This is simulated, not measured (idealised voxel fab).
process module | voxel transistor to metal
cross-section cut | 185 nm wide | cells 5 nm
A cross-section is a grid of square cells, given in bands from the top down. A band is one or more rows of cells.
Each band's line starts with the height of the band's top and of its bottom, in nm. Then come its materials from left to right, each with its width in nm. One material with "throughout" fills the band from edge to edge. "air" is empty space.
Height 0 is the level under which the wafer as received is all one material. The lowest band goes on downwards, as in "0 down".
A width such as "30 to 40" changes by the same amount from each row of cells to the next, from the band's top row to its bottom row.
"no change" after a step means that no cell of the cross-section changed.
closed voids: empty space of 8 cells or more with no open way to the top, each as width x height at its distance from the left edge, in nm
after a step's settings: what the simulator itself notes on the step
overlay nm, on a step with a mask: how far to the right of its planned place the mask lay; to the left if negative
plan
1 op RECEIVE | material Si
2 op OXIDIZE | depth nm 5
3 op CONFORMAL_DEP | material SiN | thk nm 10
4 op MASKED_ETCH | tone cover | mask id ACTIVE | width nm 115 | etch materials SiN | depth nm 10 | overlay nm 0
5 op MASKED_ETCH | tone cover | mask id ACTIVE | width nm 115 | etch materials SiO2 | depth nm 5 | overlay nm 0
6 op MASKED_ETCH | tone cover | mask id ACTIVE | width nm 115 | etch materials Si | depth nm 20 | overlay nm 0
7 op OXIDIZE | depth nm 5
8 op FILL_DEP | material SiO2 | thk nm 10
9 op CMP | height nm 10
10 op SELECTIVE_ETCH | etch materials SiO2 | depth nm 10
11 op STRIP | etch materials SiN
12 op SELECTIVE_ETCH | etch materials SiO2 | depth nm 5
13 op OXIDIZE | depth nm 5
14 op DIRECTIONAL_DEP | material polySi | thk nm 25
15 op DIRECTIONAL_DEP | material SiCN | thk nm 15
16 op PATTERN | tone cover | mask id GATE | material resist | width nm 35 | thk nm 20 | overlay nm 0
17 op DIRECTIONAL_ETCH | etch materials SiCN | depth nm 25
18 op DIRECTIONAL_ETCH | etch materials polySi | depth nm 35
19 op STRIP | etch materials resist
20 op CONFORMAL_DEP | material SiN | thk nm 10
21 op DIRECTIONAL_ETCH | etch materials SiN | depth nm 10
22 op DIRECTIONAL_ETCH | etch materials SiO2 | depth nm 5
23 op DIRECTIONAL_ETCH | etch materials Si | depth nm 15
24 op EPI | material SiGe | thk nm 20
25 op FILL_DEP | material SiO2 | thk nm 5
26 op CMP | height nm 20
27 op STRIP | etch materials polySi
28 op SELECTIVE_ETCH | etch materials SiO2 | depth nm 5
29 op CONFORMAL_DEP | material HfO2 | thk nm 5
30 op CONFORMAL_DEP | material TiN | thk nm 5
31 op FILL_DEP | material W | thk nm 10
32 op CMP | height nm 15
33 op DIRECTIONAL_DEP | material SiO2 | thk nm 10
34 op PATTERN | tone open | mask id CONTACT | material resist | width nm 20 | pitch nm 85 | thk nm 20 | overlay nm -15
35 op DIRECTIONAL_ETCH | etch materials SiO2 | depth nm 30
36 op STRIP | etch materials resist
37 op CONFORMAL_DEP | material TiN | thk nm 5
38 op FILL_DEP | material W | thk nm 10
39 op CMP | height nm 25
40 op DIRECTIONAL_DEP | material TiN | thk nm 5
41 op DIRECTIONAL_DEP | material Ru | thk nm 15
42 op PATTERN | tone cover | mask id METAL_1 | material resist | width nm 20 | pitch nm 85 | thk nm 15 | overlay nm 0
43 op DIRECTIONAL_ETCH | etch materials Ru | depth nm 15
44 op DIRECTIONAL_ETCH | etch materials TiN | depth nm 5
45 op STRIP | etch materials resist
46 op CONFORMAL_DEP | material SiCN | thk nm 5
47 op FILL_DEP | material lowk | thk nm 5
48 op CMP | height nm 45
49 op CONFORMAL_DEP | material SiCN | thk nm 5
50 op DIRECTIONAL_DEP | material lowk | thk nm 35
51 op MASKED_ETCH | tone open | mask id METAL_2_HOLES | width nm 15 | pitch nm 85 | etch materials lowk | depth nm 35 | overlay nm 0
52 op PATTERN | tone open | mask id METAL_2 | material resist | width nm 20 | pitch nm 85 | thk nm 15 | overlay nm 0
53 op DIRECTIONAL_ETCH | etch materials lowk | depth nm 20
54 op DIRECTIONAL_ETCH | etch materials SiCN | depth nm 5
55 op STRIP | etch materials resist
56 op CONFORMAL_DEP | material TiN | thk nm 5
57 op FILL_DEP | material Cu | thk nm 5
58 op CMP | height nm 85
59 op CONFORMAL_DEP | material SiCN | thk nm 5
varied across the wafers: overlay nm of step 34. The plan shows the first wafer's value. All wafers start alike
first wafer as received, after step 1
  0 down: Si throughout
  closed voids: none
each wafer at the end: cells of each material gained (+) or lost (-) since it was received, then its closed voids
overlay nm -15 | +20 Cu | +17 HfO2 | +24 Ru | -168 Si | +109 SiCN | +66 SiGe | +16 SiN | +200 SiO2 | +77 TiN | +21 W | +284 lowk | closed voids: none
overlay nm -10 | +20 Cu | +17 HfO2 | +24 Ru | -168 Si | +109 SiCN | +66 SiGe | +16 SiN | +202 SiO2 | +77 TiN | +19 W | +284 lowk | closed voids: none
overlay nm -5 | +20 Cu | +17 HfO2 | +24 Ru | -168 Si | +109 SiCN | +66 SiGe | +16 SiN | +204 SiO2 | +77 TiN | +17 W | +284 lowk | closed voids: none
overlay nm 0 | +20 Cu | +17 HfO2 | +24 Ru | -168 Si | +109 SiCN | +66 SiGe | +16 SiN | +204 SiO2 | +77 TiN | +17 W | +284 lowk | closed voids: none
overlay nm 5 | +20 Cu | +17 HfO2 | +24 Ru | -168 Si | +109 SiCN | +66 SiGe | +16 SiN | +204 SiO2 | +77 TiN | +17 W | +284 lowk | closed voids: none
overlay nm 10 | +20 Cu | +17 HfO2 | +24 Ru | -168 Si | +109 SiCN | +66 SiGe | +16 SiN | +202 SiO2 | +77 TiN | +19 W | +284 lowk | closed voids: none
overlay nm 15 | +20 Cu | +17 HfO2 | +24 Ru | -168 Si | +109 SiCN | +66 SiGe | +16 SiN | +200 SiO2 | +77 TiN | +21 W | +284 lowk | closed voids: none
